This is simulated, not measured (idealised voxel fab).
A process module follows: voxel transistor to metal.
In the cross-section labelled cut, the width is 180 nm and each square cell is 5 nm.
A cross-section in this document is a grid of square cells, and it is written down as bands, the top band listed before the ones below it; a band is made up of one or more rows of cells.
First you get the band's top height and its bottom height, in nm, and then the materials it's made of, left to right, with each width in nm. If you see a single material with "all across", that one covers the band edge to edge. "air" is empty space.
The level at which height equals 0 is the one under which the wafer, as it arrives, is entirely one material. No lower edge exists for the bottom band, which continues downward and is notated as in "z 0 and below".
The two numbers in a width such as "30..40" mark its ends across the band: the first belongs to the top row of cells, the second to the bottom row, and from each row to the next the width moves by the same amount.
"remained the same" means the step left every cell of the cross-section as it was.
Enclosed voids (no open way to top), threshold 8 cells or more, entry "Enclosed void list", notation width x height at distance, distance from left edge, nm.
Anything after a step's settings on that line? It's the simulator's own note about the step.
overlay nm: where the mask lay relative to plan, measured to the right, on steps with a mask; negatives go left.
-- Intended process steps
| 1 | op RECEIVE | material Si |
| 2 | op OXIDIZE | depth nm 5 |
| 3 | op CONFORMAL_DEP | material SiN | thk nm 15 |
| 4 | op DIRECTIONAL_DEP | material aC | thk nm 10 |
| 5 | op PATTERN | tone cover | mask id ACTIVE | material resist | width nm 110 | thk nm 30 | overlay nm 0 |
| 6 | op DIRECTIONAL_ETCH | etch materials aC | depth nm 10 |
| 7 | op STRIP | etch materials resist |
| 8 | op DIRECTIONAL_ETCH | etch materials SiN | depth nm 15 |
| 9 | op DIRECTIONAL_ETCH | etch materials SiO2 | depth nm 5 |
| 10 | op DIRECTIONAL_ETCH | etch materials Si | depth nm 30 |
| 11 | op STRIP | etch materials aC |
| 12 | op FILL_DEP | material SiO2 | thk nm 5 |
| 13 | op CMP | height nm 15 |
| 14 | op SELECTIVE_ETCH | etch materials SiO2 | depth nm 10 |
| 15 | op STRIP | etch materials SiN |
| 16 | op SELECTIVE_ETCH | etch materials SiO2 | depth nm 5 |
| 17 | op OXIDIZE | depth nm 5 |
| 18 | op DIRECTIONAL_DEP | material polySi | thk nm 20 |
| 19 | op DIRECTIONAL_DEP | material SiCN | thk nm 15 |
| 20 | op PATTERN | tone cover | mask id GATE | material resist | width nm 30 | thk nm 15 | overlay nm 0 |
| 21 | op DIRECTIONAL_ETCH | etch materials SiCN | depth nm 25 |
| 22 | op DIRECTIONAL_ETCH | etch materials polySi | depth nm 30 |
| 23 | op STRIP | etch materials resist |
| 24 | op CONFORMAL_DEP | material SiO2 | thk nm 5 |
| 25 | op DIRECTIONAL_ETCH | etch materials SiO2 | depth nm 5 |
| 26 | op CONFORMAL_DEP | material SiN | thk nm 5 |
| 27 | op DIRECTIONAL_ETCH | etch materials SiN | depth nm 5 |
| 28 | op DIRECTIONAL_ETCH | etch materials SiO2 | depth nm 5 |
| 29 | op EPI | material nSi | thk nm 5 |
| 30 | op FILL_DEP | material SiO2 | thk nm 10 |
| 31 | op CMP | height nm 15 |
| 32 | op STRIP | etch materials polySi |
| 33 | op SELECTIVE_ETCH | etch materials SiO2 | depth nm 5 |
| 34 | op CONFORMAL_DEP | material HfO2 | thk nm 5 |
| 35 | op CONFORMAL_DEP | material TiN | thk nm 5 |
| 36 | op FILL_DEP | material W | thk nm 10 |
| 37 | op CMP | height nm 10 |
| 38 | op DIRECTIONAL_DEP | material SiO2 | thk nm 10 |
| 39 | op PATTERN | tone open | mask id CONTACT | material resist | width nm 20 | pitch nm 80 | thk nm 15 | overlay nm 0 |
| 40 | op DIRECTIONAL_ETCH | etch materials SiO2 | depth nm 25 |
| 41 | op STRIP | etch materials resist |
| 42 | op CONFORMAL_DEP | material TiN | thk nm 5 |
| 43 | op FILL_DEP | material W | thk nm 10 |
| 44 | op CMP | height nm 20 |
| 45 | op DIRECTIONAL_DEP | material TiN | thk nm 5 |
| 46 | op DIRECTIONAL_DEP | material W | thk nm 20 |
| 47 | op DIRECTIONAL_DEP | material aC | thk nm 10 |
| 48 | op PATTERN | tone cover | mask id METAL_1 | material resist | width nm 20 | pitch nm 80 | thk nm 25 | overlay nm 0 |
| 49 | op DIRECTIONAL_ETCH | etch materials aC | depth nm 10 |
| 50 | op STRIP | etch materials resist |
| 51 | op DIRECTIONAL_ETCH | etch materials W | depth nm 20 |
| 52 | op DIRECTIONAL_ETCH | etch materials TiN | depth nm 5 |
| 53 | op STRIP | etch materials aC |
| 54 | op FILL_DEP | material SiO2 | thk nm 10 |
| 55 | op CMP | height nm 45 |
| 56 | op CONFORMAL_DEP | material SiCN | thk nm 5 |
| 57 | op DIRECTIONAL_DEP | material lowk | thk nm 35 |
| 58 | op MASKED_ETCH | tone open | mask id METAL_2 | width nm 20 | pitch nm 80 | etch materials lowk | depth nm 20 | overlay nm 0 |
| 59 | op PATTERN | tone open | mask id METAL_2_HOLES | material resist | width nm 15 | pitch nm 80 | thk nm 20 | overlay nm 0 |
| 60 | op DIRECTIONAL_ETCH | etch materials lowk | depth nm 15 |
| 61 | op DIRECTIONAL_ETCH | etch materials SiCN | depth nm 5 |
| 62 | op STRIP | etch materials resist |
| 63 | op CONFORMAL_DEP | material TiN | thk nm 5 |
| 64 | op FILL_DEP | material Cu | thk nm 5 |
| 65 | op CMP | height nm 85 |
| 66 | op CONFORMAL_DEP | material SiCN | thk nm 5 |
-- Cross-sectional view of the wafer in its as-received condition, corresponding to the state after step 1
    z 0 and below | Si all across
    Enclosed void list: none
-- Run as planned - first of the two wafers cross-sectioned at the end of the module
    z 90 to 85 | SiCN all across
    z 85 to 70 | lowk 40, TiN 5, Cu 10, TiN 5, lowk 60, TiN 5, Cu 10, TiN 5, lowk 40
    z 70 to 65 | lowk 40, TiN 5, Cu 5, TiN 10, lowk 60, TiN 5, Cu 5, TiN 10, lowk 40
    z 65 to 50 | lowk 40, TiN 5, Cu 5, TiN 5, lowk 65, TiN 5, Cu 5, TiN 5, lowk 45
    z 50 to 45 | SiCN 40, TiN 15, SiCN 65, TiN 15, SiCN 45
    z 45 to 25 | SiO2 40, W 20, SiO2 60, W 20, SiO2 40
    z 25 to 20 | SiO2 40, TiN 20, SiO2 60, TiN 20, SiO2 40
    z 20 to 10 | SiO2 40, TiN 5, W 10, TiN 5, SiO2 60, TiN 5, W 10, TiN 5, SiO2 40
    z 10 to 0 | SiO2 40, TiN 5, W 10, TiN 5, SiO2 5, SiN 5, HfO2 5, TiN 5, W 20, TiN 5, HfO2 5, SiN 5, SiO2 5, TiN 5, W 10, TiN 5, SiO2 40
    z 0 to -5 | SiO2 35, SiN 5, TiN 20, SiO2 5, SiN 5, HfO2 5, TiN 30, HfO2 5, SiN 5, SiO2 5, TiN 20, SiN 5, SiO2 35
    z -5 to -10 | SiO2 40, nSi 25, SiO2 5, HfO2 40, SiO2 5, nSi 25, SiO2 40
    z -10 to -35 | SiO2 35, Si 110, SiO2 35
    z -35 and below | Si all across
    Enclosed void list: none
-- Wafer two cross-section, module end. Start and plan unchanged from wafer one; one mistake made during the run
    z 90 to 85 | SiCN all across
    z 85 to 70 | lowk 40, TiN 5, Cu 10, TiN 5, lowk 60, TiN 5, Cu 10, TiN 5, lowk 40
    z 70 to 65 | lowk 40, TiN 5, Cu 5, TiN 10, lowk 60, TiN 5, Cu 5, TiN 10, lowk 40
    z 65 to 50 | lowk 40, TiN 5, Cu 5, TiN 5, lowk 65, TiN 5, Cu 5, TiN 5, lowk 45
    z 50 to 45 | SiCN 40, TiN 15, SiCN 65, TiN 15, SiCN 45
    z 45 to 25 | SiO2 40, W 20, SiO2 60, W 20, SiO2 40
    z 25 to 20 | SiO2 40, TiN 20, SiO2 60, TiN 20, SiO2 40
    z 20 to 10 | SiO2 40, TiN 5, W 10, TiN 5, SiO2 60, TiN 5, W 10, TiN 5, SiO2 40
    z 10 to 0 | SiO2 40, TiN 5, W 10, TiN 5, SiO2 5, SiN 5, HfO2 5, TiN 5, W 20, TiN 5, HfO2 5, SiN 5, SiO2 5, TiN 5, W 10, TiN 5, SiO2 40
    z 0 to -5 | SiO2 25, SiN 5, SiO2 10, TiN 20, SiO2 5, SiN 5, HfO2 5, TiN 30, HfO2 5, SiN 5, SiO2 5, TiN 20, SiO2 10, SiN 5, SiO2 25
    z -5 to -10 | SiO2 25, SiN 5, SiO2 5, nSi 30, SiO2 5, HfO2 40, SiO2 5, nSi 30, SiO2 5, SiN 5, SiO2 25
    z -10 to -15 | SiO2 25, SiN 5, SiO2 10, Si 100, SiO2 10, SiN 5, SiO2 25
    z -15 to -20 | SiO2 40, Si 100, SiO2 40
    z -20 to -35 | SiO2 35, Si 110, SiO2 35
    z -35 and below | Si all across
    Enclosed void list: none
What was the processing mistake? swap of plan steps 14 and 15 during execution
It is noted that, at the conclusion of processing, the second wafer exhibits a higher or lower cell count for certain materials relative to the first: Si -4; SiN +4; SiO2 -2; nSi +2
